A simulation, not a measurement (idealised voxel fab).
process module | voxel gate over fins
For reference, the cross-section in this document is cut, with width 180 nm and square cells of 5 nm.
A cross-section in this document is a grid of square cells, and it is written down as bands, the top band listed before the ones below it; a band is made up of one or more rows of cells.
Heads up on the band format: heights come first, top then bottom, in nm. After that it's the materials left to right, each with its width in nm. A single material flagged "all across" fills the whole band edge to edge, and "air" means there's empty space there.
All heights in this document are referenced to 0, defined as the level beneath which the wafer, as received, consists entirely of one material. The lowest band is not bounded below; it extends indefinitely downward and is written in the form "0 and below".
A width given as "30..40" starts at the first number in the band's top row and ends at the second number in its bottom row, shifting by an equal amount at every step from row to row.
"remained unchanged" -> step changed no cross-section cell.
"Fully enclosed voids" contains a list of empty spaces, each no smaller than 8 cells and without an open way to the top, written in the form width x height at distance with the distance from the left edge and all three in nm.
If you see something after the settings on a step's line, that's the simulator's own remark about that step.
The "overlay nm" setting may appear on a step's line; for a step that uses a mask, it gives how far to the right of its planned position the mask lay, and a negative value indicates the left.
Steps planned for the process:
1) RECEIVE, material Si
2) CONFORMAL_DEP, material SiN, thk nm 10
3) DIRECTIONAL_DEP, material aC, thk nm 10
4) PATTERN, tone cover, mask id FINS, material resist, width nm 15, pitch nm 40, thk nm 25, overlay nm 0
5) DIRECTIONAL_ETCH, etch materials aC, depth nm 10
6) STRIP, etch materials resist
7) DIRECTIONAL_ETCH, etch materials SiN, depth nm 10
8) DIRECTIONAL_ETCH, etch materials Si, depth nm 30
9) STRIP, etch materials aC
10) OXIDIZE, depth nm 5
11) FILL_DEP, material SiO2, thk nm 15
12) CMP, height nm 10
13) SELECTIVE_ETCH, etch materials SiO2, depth nm 25
14) STRIP, etch materials SiN
15) CONFORMAL_DEP, material HfO2, thk nm 5
16) CONFORMAL_DEP, material TiN, thk nm 5
17) FILL_DEP, material W, thk nm 10
18) CMP, height nm 15
19) CONFORMAL_DEP, material SiCN, thk nm 10
First wafer, as planned:
Here's what the wafer looked like in cross-section when it arrived - that's after step 1:
    0 and below | Si all across
    Fully enclosed voids: none
Cross-sectional representation of the wafer at the conclusion of step 2:
    10 down to 0 | SiN all across
    Unchanged below 0.
Cross-sectional representation of the wafer at the conclusion of step 3:
    20 down to 10 | aC all across
    Unchanged below 10.
Cross-sectional representation of the wafer at the conclusion of step 4:
    45 down to 20 | air 20 nm, then resist 15 nm, then air 25 nm, then resist 15 nm, then air 25 nm, then resist 15 nm, then air 25 nm, then resist 15 nm, then air 25 nm
    Unchanged below 20.
Cross-sectional representation of the wafer at the conclusion of step 5:
    35 down to 20 | air 20 nm, then resist 15 nm, then air 25 nm, then resist 15 nm, then air 25 nm, then resist 15 nm, then air 25 nm, then resist 15 nm, then air 25 nm
    20 down to 10 | air 20 nm, then aC 15 nm, then air 25 nm, then aC 15 nm, then air 25 nm, then aC 15 nm, then air 25 nm, then aC 15 nm, then air 25 nm
    Unchanged below 10.
Cross-sectional representation of the wafer at the conclusion of step 6:
    20 down to 10 | air 20 nm, then aC 15 nm, then air 25 nm, then aC 15 nm, then air 25 nm, then aC 15 nm, then air 25 nm, then aC 15 nm, then air 25 nm
    Unchanged below 10.
Cross-sectional representation of the wafer at the conclusion of step 7:
    20 down to 10 | air 20 nm, then aC 15 nm, then air 25 nm, then aC 15 nm, then air 25 nm, then aC 15 nm, then air 25 nm, then aC 15 nm, then air 25 nm
    10 down to 0 | air 20 nm, then SiN 15 nm, then air 25 nm, then SiN 15 nm, then air 25 nm, then SiN 15 nm, then air 25 nm, then SiN 15 nm, then air 25 nm
    Unchanged below 0.
Cross-sectional representation of the wafer at the conclusion of step 8:
    20 down to 10 | air 20 nm, then aC 15 nm, then air 25 nm, then aC 15 nm, then air 25 nm, then aC 15 nm, then air 25 nm, then aC 15 nm, then air 25 nm
    10 down to 0 | air 20 nm, then SiN 15 nm, then air 25 nm, then SiN 15 nm, then air 25 nm, then SiN 15 nm, then air 25 nm, then SiN 15 nm, then air 25 nm
    0 down to -30 | air 20 nm, then Si 15 nm, then air 25 nm, then Si 15 nm, then air 25 nm, then Si 15 nm, then air 25 nm, then Si 15 nm, then air 25 nm
    Unchanged below -30.
Cross-sectional representation of the wafer at the conclusion of step 9:
    10 down to 0 | air 20 nm, then SiN 15 nm, then air 25 nm, then SiN 15 nm, then air 25 nm, then SiN 15 nm, then air 25 nm, then SiN 15 nm, then air 25 nm
    Unchanged below 0.
Cross-sectional representation of the wafer at the conclusion of step 10:
    10 down to 0 | air 20 nm, then SiN 15 nm, then air 25 nm, then SiN 15 nm, then air 25 nm, then SiN 15 nm, then air 25 nm, then SiN 15 nm, then air 25 nm
    0 down to -30 | air 20 nm, then SiO2 5 nm, then Si 5 nm, then SiO2 5 nm, then air 25 nm, then SiO2 5 nm, then Si 5 nm, then SiO2 5 nm, then air 25 nm, then SiO2 5 nm, then Si 5 nm, then SiO2 5 nm, then air 25 nm, then SiO2 5 nm, then Si 5 nm, then SiO2 5 nm, then air 25 nm
    -30 down to -35 | SiO2 25 nm, then Si 5 nm, then SiO2 35 nm, then Si 5 nm, then SiO2 35 nm, then Si 5 nm, then SiO2 35 nm, then Si 5 nm, then SiO2 30 nm
    Unchanged below -35.
Cross-sectional representation of the wafer at the conclusion of step 11:
    25 down to 10 | SiO2 all across
    10 down to 0 | SiO2 20 nm, then SiN 15 nm, then SiO2 25 nm, then SiN 15 nm, then SiO2 25 nm, then SiN 15 nm, then SiO2 25 nm, then SiN 15 nm, then SiO2 25 nm
    0 down to -35 | SiO2 25 nm, then Si 5 nm, then SiO2 35 nm, then Si 5 nm, then SiO2 35 nm, then Si 5 nm, then SiO2 35 nm, then Si 5 nm, then SiO2 30 nm
    Unchanged below -35.
Cross-sectional representation of the wafer at the conclusion of step 12:
    10 down to 0 | SiO2 20 nm, then SiN 15 nm, then SiO2 25 nm, then SiN 15 nm, then SiO2 25 nm, then SiN 15 nm, then SiO2 25 nm, then SiN 15 nm, then SiO2 25 nm
    Unchanged below 0.
Cross-sectional representation of the wafer at the conclusion of step 13:
    10 down to 0 | air 20 nm, then SiN 15 nm, then air 25 nm, then SiN 15 nm, then air 25 nm, then SiN 15 nm, then air 25 nm, then SiN 15 nm, then air 25 nm
    0 down to -15 | air 25 nm, then Si 5 nm, then air 35 nm, then Si 5 nm, then air 35 nm, then Si 5 nm, then air 35 nm, then Si 5 nm, then air 30 nm
    Unchanged below -15.
Cross-sectional representation of the wafer at the conclusion of step 14:
    0 down to -15 | air 25 nm, then Si 5 nm, then air 35 nm, then Si 5 nm, then air 35 nm, then Si 5 nm, then air 35 nm, then Si 5 nm, then air 30 nm
    Unchanged below -15.
Cross-sectional representation of the wafer at the conclusion of step 15:
    5 down to 0 | air 20 nm, then HfO2 15 nm, then air 25 nm, then HfO2 15 nm, then air 25 nm, then HfO2 15 nm, then air 25 nm, then HfO2 15 nm, then air 25 nm
    0 down to -10 | air 20 nm, then HfO2 5 nm, then Si 5 nm, then HfO2 5 nm, then air 25 nm, then HfO2 5 nm, then Si 5 nm, then HfO2 5 nm, then air 25 nm, then HfO2 5 nm, then Si 5 nm, then HfO2 5 nm, then air 25 nm, then HfO2 5 nm, then Si 5 nm, then HfO2 5 nm, then air 25 nm
    -10 down to -15 | HfO2 25 nm, then Si 5 nm, then HfO2 35 nm, then Si 5 nm, then HfO2 35 nm, then Si 5 nm, then HfO2 35 nm, then Si 5 nm, then HfO2 30 nm
    Unchanged below -15.
Cross-sectional representation of the wafer at the conclusion of step 16:
    10 down to 5 | air 15 nm, then TiN 25 nm, then air 15 nm, then TiN 25 nm, then air 15 nm, then TiN 25 nm, then air 15 nm, then TiN 25 nm, then air 20 nm
    5 down to 0 | air 15 nm, then TiN 5 nm, then HfO2 15 nm, then TiN 5 nm, then air 15 nm, then TiN 5 nm, then HfO2 15 nm, then TiN 5 nm, then air 15 nm, then TiN 5 nm, then HfO2 15 nm, then TiN 5 nm, then air 15 nm, then TiN 5 nm, then HfO2 15 nm, then TiN 5 nm, then air 20 nm
    0 down to -5 | air 15 nm, then TiN 5 nm, then HfO2 5 nm, then Si 5 nm, then HfO2 5 nm, then TiN 5 nm, then air 15 nm, then TiN 5 nm, then HfO2 5 nm, then Si 5 nm, then HfO2 5 nm, then TiN 5 nm, then air 15 nm, then TiN 5 nm, then HfO2 5 nm, then Si 5 nm, then HfO2 5 nm, then TiN 5 nm, then air 15 nm, then TiN 5 nm, then HfO2 5 nm, then Si 5 nm, then HfO2 5 nm, then TiN 5 nm, then air 20 nm
    -5 down to -10 | TiN 20 nm, then HfO2 5 nm, then Si 5 nm, then HfO2 5 nm, then TiN 25 nm, then HfO2 5 nm, then Si 5 nm, then HfO2 5 nm, then TiN 25 nm, then HfO2 5 nm, then Si 5 nm, then HfO2 5 nm, then TiN 25 nm, then HfO2 5 nm, then Si 5 nm, then HfO2 5 nm, then TiN 25 nm
    Unchanged below -10.
Cross-sectional representation of the wafer at the conclusion of step 17:
    20 down to 10 | W all across
    10 down to 5 | W 15 nm, then TiN 25 nm, then W 15 nm, then TiN 25 nm, then W 15 nm, then TiN 25 nm, then W 15 nm, then TiN 25 nm, then W 20 nm
    5 down to 0 | W 15 nm, then TiN 5 nm, then HfO2 15 nm, then TiN 5 nm, then W 15 nm, then TiN 5 nm, then HfO2 15 nm, then TiN 5 nm, then W 15 nm, then TiN 5 nm, then HfO2 15 nm, then TiN 5 nm, then W 15 nm, then TiN 5 nm, then HfO2 15 nm, then TiN 5 nm, then W 20 nm
    0 down to -5 | W 15 nm, then TiN 5 nm, then HfO2 5 nm, then Si 5 nm, then HfO2 5 nm, then TiN 5 nm, then W 15 nm, then TiN 5 nm, then HfO2 5 nm, then Si 5 nm, then HfO2 5 nm, then TiN 5 nm, then W 15 nm, then TiN 5 nm, then HfO2 5 nm, then Si 5 nm, then HfO2 5 nm, then TiN 5 nm, then W 15 nm, then TiN 5 nm, then HfO2 5 nm, then Si 5 nm, then HfO2 5 nm, then TiN 5 nm, then W 20 nm
    Unchanged below -5.
Cross-sectional representation of the wafer at the conclusion of step 18:
    15 down to 10 | W all across
    Unchanged below 10.
Cross-sectional representation of the wafer at the conclusion of step 19:
    25 down to 15 | SiCN all across
    Unchanged below 15.
Second wafer: same start and same plan as the first, one execution error; identical to the first through step 3:
Look at the second wafer in cross-section at the time step 4 ought to have finished:
    45 down to 20 | air 15 nm, then resist 25 nm, then air 15 nm, then resist 25 nm, then air 15 nm, then resist 25 nm, then air 15 nm, then resist 25 nm, then air 20 nm
    Unchanged below 20.
Look at the second wafer in cross-section at the time step 5 ought to have finished:
    35 down to 20 | air 15 nm, then resist 25 nm, then air 15 nm, then resist 25 nm, then air 15 nm, then resist 25 nm, then air 15 nm, then resist 25 nm, then air 20 nm
    20 down to 10 | air 15 nm, then aC 25 nm, then air 15 nm, then aC 25 nm, then air 15 nm, then aC 25 nm, then air 15 nm, then aC 25 nm, then air 20 nm
    Unchanged below 10.
Look at the second wafer in cross-section at the time step 6 ought to have finished:
    20 down to 10 | air 15 nm, then aC 25 nm, then air 15 nm, then aC 25 nm, then air 15 nm, then aC 25 nm, then air 15 nm, then aC 25 nm, then air 20 nm
    Unchanged below 10.
Look at the second wafer in cross-section at the time step 7 ought to have finished:
    20 down to 10 | air 15 nm, then aC 25 nm, then air 15 nm, then aC 25 nm, then air 15 nm, then aC 25 nm, then air 15 nm, then aC 25 nm, then air 20 nm
    10 down to 0 | air 15 nm, then SiN 25 nm, then air 15 nm, then SiN 25 nm, then air 15 nm, then SiN 25 nm, then air 15 nm, then SiN 25 nm, then air 20 nm
    Unchanged below 0.
Look at the second wafer in cross-section at the time step 8 ought to have finished:
    20 down to 10 | air 15 nm, then aC 25 nm, then air 15 nm, then aC 25 nm, then air 15 nm, then aC 25 nm, then air 15 nm, then aC 25 nm, then air 20 nm
    10 down to 0 | air 15 nm, then SiN 25 nm, then air 15 nm, then SiN 25 nm, then air 15 nm, then SiN 25 nm, then air 15 nm, then SiN 25 nm, then air 20 nm
    0 down to -30 | air 15 nm, then Si 25 nm, then air 15 nm, then Si 25 nm, then air 15 nm, then Si 25 nm, then air 15 nm, then Si 25 nm, then air 20 nm
    Unchanged below -30.
Look at the second wafer in cross-section at the time step 9 ought to have finished:
    10 down to 0 | air 15 nm, then SiN 25 nm, then air 15 nm, then SiN 25 nm, then air 15 nm, then SiN 25 nm, then air 15 nm, then SiN 25 nm, then air 20 nm
    Unchanged below 0.
Look at the second wafer in cross-section at the time step 10 ought to have finished:
    10 down to 0 | air 15 nm, then SiN 25 nm, then air 15 nm, then SiN 25 nm, then air 15 nm, then SiN 25 nm, then air 15 nm, then SiN 25 nm, then air 20 nm
    0 down to -30 | air 15 nm, then SiO2 5 nm, then Si 15 nm, then SiO2 5 nm, then air 15 nm, then SiO2 5 nm, then Si 15 nm, then SiO2 5 nm, then air 15 nm, then SiO2 5 nm, then Si 15 nm, then SiO2 5 nm, then air 15 nm, then SiO2 5 nm, then Si 15 nm, then SiO2 5 nm, then air 20 nm
    -30 down to -35 | SiO2 20 nm, then Si 15 nm, then SiO2 25 nm, then Si 15 nm, then SiO2 25 nm, then Si 15 nm, then SiO2 25 nm, then Si 15 nm, then SiO2 25 nm
    Unchanged below -35.
Look at the second wafer in cross-section at the time step 11 ought to have finished:
    25 down to 10 | SiO2 all across
    10 down to 0 | SiO2 15 nm, then SiN 25 nm, then SiO2 15 nm, then SiN 25 nm, then SiO2 15 nm, then SiN 25 nm, then SiO2 15 nm, then SiN 25 nm, then SiO2 20 nm
    0 down to -35 | SiO2 20 nm, then Si 15 nm, then SiO2 25 nm, then Si 15 nm, then SiO2 25 nm, then Si 15 nm, then SiO2 25 nm, then Si 15 nm, then SiO2 25 nm
    Unchanged below -35.
Look at the second wafer in cross-section at the time step 12 ought to have finished:
    10 down to 0 | SiO2 15 nm, then SiN 25 nm, then SiO2 15 nm, then SiN 25 nm, then SiO2 15 nm, then SiN 25 nm, then SiO2 15 nm, then SiN 25 nm, then SiO2 20 nm
    Unchanged below 0.
Look at the second wafer in cross-section at the time step 13 ought to have finished:
    10 down to 0 | air 15 nm, then SiN 25 nm, then air 15 nm, then SiN 25 nm, then air 15 nm, then SiN 25 nm, then air 15 nm, then SiN 25 nm, then air 20 nm
    0 down to -15 | air 20 nm, then Si 15 nm, then air 25 nm, then Si 15 nm, then air 25 nm, then Si 15 nm, then air 25 nm, then Si 15 nm, then air 25 nm
    Unchanged below -15.
Look at the second wafer in cross-section at the time step 14 ought to have finished:
    0 down to -15 | air 20 nm, then Si 15 nm, then air 25 nm, then Si 15 nm, then air 25 nm, then Si 15 nm, then air 25 nm, then Si 15 nm, then air 25 nm
    Unchanged below -15.
Look at the second wafer in cross-section at the time step 15 ought to have finished:
    5 down to 0 | air 15 nm, then HfO2 25 nm, then air 15 nm, then HfO2 25 nm, then air 15 nm, then HfO2 25 nm, then air 15 nm, then HfO2 25 nm, then air 20 nm
    0 down to -10 | air 15 nm, then HfO2 5 nm, then Si 15 nm, then HfO2 5 nm, then air 15 nm, then HfO2 5 nm, then Si 15 nm, then HfO2 5 nm, then air 15 nm, then HfO2 5 nm, then Si 15 nm, then HfO2 5 nm, then air 15 nm, then HfO2 5 nm, then Si 15 nm, then HfO2 5 nm, then air 20 nm
    -10 down to -15 | HfO2 20 nm, then Si 15 nm, then HfO2 25 nm, then Si 15 nm, then HfO2 25 nm, then Si 15 nm, then HfO2 25 nm, then Si 15 nm, then HfO2 25 nm
    Unchanged below -15.
Look at the second wafer in cross-section at the time step 16 ought to have finished:
    10 down to 5 | air 10 nm, then TiN 35 nm, then air 5 nm, then TiN 35 nm, then air 5 nm, then TiN 35 nm, then air 5 nm, then TiN 35 nm, then air 15 nm
    5 down to 0 | air 10 nm, then TiN 5 nm, then HfO2 25 nm, then TiN 5 nm, then air 5 nm, then TiN 5 nm, then HfO2 25 nm, then TiN 5 nm, then air 5 nm, then TiN 5 nm, then HfO2 25 nm, then TiN 5 nm, then air 5 nm, then TiN 5 nm, then HfO2 25 nm, then TiN 5 nm, then air 15 nm
    0 down to -5 | air 10 nm, then TiN 5 nm, then HfO2 5 nm, then Si 15 nm, then HfO2 5 nm, then TiN 5 nm, then air 5 nm, then TiN 5 nm, then HfO2 5 nm, then Si 15 nm, then HfO2 5 nm, then TiN 5 nm, then air 5 nm, then TiN 5 nm, then HfO2 5 nm, then Si 15 nm, then HfO2 5 nm, then TiN 5 nm, then air 5 nm, then TiN 5 nm, then HfO2 5 nm, then Si 15 nm, then HfO2 5 nm, then TiN 5 nm, then air 15 nm
    -5 down to -10 | TiN 15 nm, then HfO2 5 nm, then Si 15 nm, then HfO2 5 nm, then TiN 15 nm, then HfO2 5 nm, then Si 15 nm, then HfO2 5 nm, then TiN 15 nm, then HfO2 5 nm, then Si 15 nm, then HfO2 5 nm, then TiN 15 nm, then HfO2 5 nm, then Si 15 nm, then HfO2 5 nm, then TiN 20 nm
    Unchanged below -10.
Look at the second wafer in cross-section at the time step 17 ought to have finished:
    20 down to 10 | W all across
    10 down to 5 | W 10 nm, then TiN 35 nm, then W 5 nm, then TiN 35 nm, then W 5 nm, then TiN 35 nm, then W 5 nm, then TiN 35 nm, then W 15 nm
    5 down to 0 | W 10 nm, then TiN 5 nm, then HfO2 25 nm, then TiN 5 nm, then W 5 nm, then TiN 5 nm, then HfO2 25 nm, then TiN 5 nm, then W 5 nm, then TiN 5 nm, then HfO2 25 nm, then TiN 5 nm, then W 5 nm, then TiN 5 nm, then HfO2 25 nm, then TiN 5 nm, then W 15 nm
    0 down to -5 | W 10 nm, then TiN 5 nm, then HfO2 5 nm, then Si 15 nm, then HfO2 5 nm, then TiN 5 nm, then W 5 nm, then TiN 5 nm, then HfO2 5 nm, then Si 15 nm, then HfO2 5 nm, then TiN 5 nm, then W 5 nm, then TiN 5 nm, then HfO2 5 nm, then Si 15 nm, then HfO2 5 nm, then TiN 5 nm, then W 5 nm, then TiN 5 nm, then HfO2 5 nm, then Si 15 nm, then HfO2 5 nm, then TiN 5 nm, then W 15 nm
    Unchanged below -5.
Look at the second wafer in cross-section at the time step 18 ought to have finished:
    15 down to 10 | W all across
    Unchanged below 10.
Look at the second wafer in cross-section at the time step 19 ought to have finished:
    25 down to 15 | SiCN all across
    Unchanged below 15.
Finding, execution versus plan: rather than as planned, step 4 actually ran as PATTERN, tone cover, mask id FINS, material resist, width nm 25, pitch nm 40, thk nm 25, overlay nm 0
Once processing is complete, comparing cell counts shows that the second wafer has more or fewer of certain materials than the first: Si: 56 more; SiO2: 32 fewer; W: 24 fewer
